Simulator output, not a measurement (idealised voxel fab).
process module | voxel transistor to metal
cross-section cut | 280 nm wide | cells 5 nm
A cross-section is a grid of square cells, given in bands from the top down. A band is one or more rows of cells.
Each band's line starts with the height of the band's top and of its bottom, in nm. Then come its materials from left to right, each with its width in nm. One material with "throughout" fills the band from edge to edge. "air" is empty space.
Height 0 is the level under which the wafer as received is all one material. The lowest band goes on downwards, as in "0 down".
A width such as "30 to 40" changes by the same amount from each row of cells to the next, from the band's top row to its bottom row.
"no change" after a step means that no cell of the cross-section changed.
closed voids: empty space of 8 cells or more with no open way to the top, each as width x height at its distance from the left edge, in nm
after a step's settings: what the simulator itself notes on the step
overlay nm, on a step with a mask: how far to the right of its planned place the mask lay; to the left if negative
plan
1 op RECEIVE | material Si
2 op OXIDIZE | depth nm 5
3 op CONFORMAL_DEP | material SiN | thk nm 10
4 op MASKED_ETCH | tone cover | mask id ACTIVE | width nm 110 | pitch nm 140 | etch materials SiN | depth nm 10 | overlay nm 0
5 op MASKED_ETCH | tone cover | mask id ACTIVE | width nm 110 | pitch nm 140 | etch materials SiO2 | depth nm 5 | overlay nm 0
6 op MASKED_ETCH | tone cover | mask id ACTIVE | width nm 110 | pitch nm 140 | etch materials Si | depth nm 25 | overlay nm 0
7 op FILL_DEP | material SiO2 | thk nm 15
8 op CMP | height nm 10
9 op SELECTIVE_ETCH | etch materials SiO2 | depth nm 5
10 op STRIP | etch materials SiN
11 op SELECTIVE_ETCH | etch materials SiO2 | depth nm 5
12 op OXIDIZE | depth nm 5
13 op DIRECTIONAL_DEP | material polySi | thk nm 20
14 op DIRECTIONAL_DEP | material SiCN | thk nm 15
15 op DIRECTIONAL_DEP | material aC | thk nm 10
16 op PATTERN | tone cover | mask id GATE | material resist | width nm 30 | pitch nm 140 | thk nm 30 | overlay nm 0
17 op DIRECTIONAL_ETCH | etch materials aC | depth nm 10
18 op STRIP | etch materials resist
19 op DIRECTIONAL_ETCH | etch materials SiCN | depth nm 25
20 op DIRECTIONAL_ETCH | etch materials polySi | depth nm 30
21 op STRIP | etch materials aC
22 op CONFORMAL_DEP | material SiN | thk nm 10
23 op DIRECTIONAL_ETCH | etch materials SiN | depth nm 10
24 op DIRECTIONAL_ETCH | etch materials SiO2 | depth nm 5
25 op DIRECTIONAL_ETCH | etch materials Si | depth nm 5
26 op EPI | material pSi | thk nm 5
27 op FILL_DEP | material SiO2 | thk nm 5
28 op CMP | height nm 15
29 op STRIP | etch materials polySi
30 op SELECTIVE_ETCH | etch materials SiO2 | depth nm 5
31 op CONFORMAL_DEP | material HfO2 | thk nm 5
32 op CONFORMAL_DEP | material TiN | thk nm 5
33 op FILL_DEP | material W | thk nm 5
34 op CMP | height nm 10
35 op DIRECTIONAL_DEP | material SiO2 | thk nm 15
36 op DIRECTIONAL_DEP | material aC | thk nm 10
37 op PATTERN | tone open | mask id CONTACT | material resist | width nm 20 | thk nm 25 | overlay nm 0
38 op DIRECTIONAL_ETCH | etch materials aC | depth nm 10
39 op STRIP | etch materials resist
40 op DIRECTIONAL_ETCH | etch materials SiO2 | depth nm 35
41 op STRIP | etch materials aC
42 op CONFORMAL_DEP | material TiN | thk nm 5
43 op FILL_DEP | material W | thk nm 10
44 op CMP | height nm 25
45 op CONFORMAL_DEP | material SiN | thk nm 5
46 op DIRECTIONAL_DEP | material SiO2 | thk nm 20
47 op DIRECTIONAL_DEP | material aC | thk nm 15
48 op PATTERN | tone open | mask id METAL_1 | material resist | width nm 20 | thk nm 35 | overlay nm 0
49 op DIRECTIONAL_ETCH | etch materials aC | depth nm 15
50 op STRIP | etch materials resist
51 op DIRECTIONAL_ETCH | etch materials SiO2 | depth nm 20
52 op DIRECTIONAL_ETCH | etch materials SiN | depth nm 5
53 op STRIP | etch materials aC
54 op CONFORMAL_DEP | material TiN | thk nm 5
55 op FILL_DEP | material Cu | thk nm 5
56 op CMP | height nm 50
57 op EPI | material Ru | thk nm 5
58 op FILL_DEP | material SiCN | thk nm 5
59 op DIRECTIONAL_DEP | material lowk | thk nm 30
60 op MASKED_ETCH | tone open | mask id METAL_2_HOLES | width nm 15 | pitch nm 140 | etch materials lowk | depth nm 30 | overlay nm 0
61 op PATTERN | tone open | mask id METAL_2 | material resist | width nm 20 | pitch nm 140 | thk nm 15 | overlay nm 0
62 op DIRECTIONAL_ETCH | etch materials lowk | depth nm 15
63 op DIRECTIONAL_ETCH | etch materials SiCN | depth nm 5
64 op STRIP | etch materials resist
65 op CONFORMAL_DEP | material TiN | thk nm 5
66 op FILL_DEP | material Cu | thk nm 5
67 op CMP | height nm 90
68 op CONFORMAL_DEP | material SiCN | thk nm 5
as received, after step 1
  0 down: Si throughout
  closed voids: none
a wafer at the end: this start, this plan, one mistake
  95 to 90: SiCN throughout
  90 to 80: lowk 15 | TiN 5 | Cu 10 | TiN 5 | lowk 120 | TiN 5 | Cu 10 | TiN 5 | lowk 105
  80 to 75: lowk 15 | TiN 10 | Cu 5 | TiN 5 | lowk 120 | TiN 10 | Cu 5 | TiN 5 | lowk 105
  75 to 60: lowk 20 | TiN 5 | Cu 5 | TiN 5 | lowk 125 | TiN 5 | Cu 5 | TiN 5 | lowk 105
  60 to 55: SiCN 20 | TiN 15 | SiCN 125 | TiN 15 | SiCN 105
  55 to 50: SiCN 15 | Ru 30 | SiCN 50 | Ru 30 | SiCN 30 | Ru 30 | SiCN 50 | Ru 30 | SiCN 15
  50 to 30: SiO2 20 | TiN 5 | Cu 10 | TiN 5 | SiO2 60 | TiN 5 | Cu 10 | TiN 5 | SiO2 40 | TiN 5 | Cu 10 | TiN 5 | SiO2 60 | TiN 5 | Cu 10 | TiN 5 | SiO2 20
  30 to 25: SiN 20 | TiN 20 | SiN 60 | TiN 20 | SiN 40 | TiN 20 | SiN 60 | TiN 20 | SiN 20
  25 to 10: SiO2 20 | TiN 5 | W 10 | TiN 5 | SiO2 60 | TiN 5 | W 10 | TiN 5 | SiO2 40 | TiN 5 | W 10 | TiN 5 | SiO2 60 | TiN 5 | W 10 | TiN 5 | SiO2 20
  10 to 0: SiO2 20 | TiN 5 | W 10 | TiN 5 | SiO2 5 | SiN 10 | HfO2 5 | TiN 5 | W 10 | TiN 5 | HfO2 5 | SiN 10 | SiO2 5 | TiN 5 | W 10 | TiN 5 | SiO2 40 | TiN 5 | W 10 | TiN 5 | SiO2 5 | SiN 10 | HfO2 5 | TiN 5 | W 10 | TiN 5 | HfO2 5 | SiN 10 | SiO2 5 | TiN 5 | W 10 | TiN 5 | SiO2 20
  0 to -5: SiO2 10 | SiN 10 | TiN 10 | W 5 | TiN 5 | SiO2 5 | SiN 10 | HfO2 5 | TiN 20 | HfO2 5 | SiN 10 | SiO2 5 | TiN 5 | W 5 | TiN 10 | SiN 10 | SiO2 20 | SiN 10 | TiN 10 | W 5 | TiN 5 | SiO2 5 | SiN 10 | HfO2 5 | TiN 20 | HfO2 5 | SiN 10 | SiO2 5 | TiN 5 | W 5 | TiN 10 | SiN 10 | SiO2 10
  -5 to -10: SiO2 20 | pSi 5 | TiN 15 | pSi 5 | SiO2 5 | HfO2 40 | SiO2 5 | pSi 5 | TiN 15 | pSi 5 | SiO2 40 | pSi 5 | TiN 15 | pSi 5 | SiO2 5 | HfO2 40 | SiO2 5 | pSi 5 | TiN 15 | pSi 5 | SiO2 20
  -10 to -15: SiO2 15 | Si 5 | pSi 25 | Si 50 | pSi 25 | Si 5 | SiO2 30 | Si 5 | pSi 25 | Si 50 | pSi 25 | Si 5 | SiO2 15
  -15 to -30: SiO2 15 | Si 110 | SiO2 30 | Si 110 | SiO2 15
  -30 down: Si throughout
  closed voids: none
what went wrong: step 61 ran as: op PATTERN | tone open | mask id METAL_2 | material resist | width nm 20 | pitch nm 140 | thk nm 15 | overlay nm -5
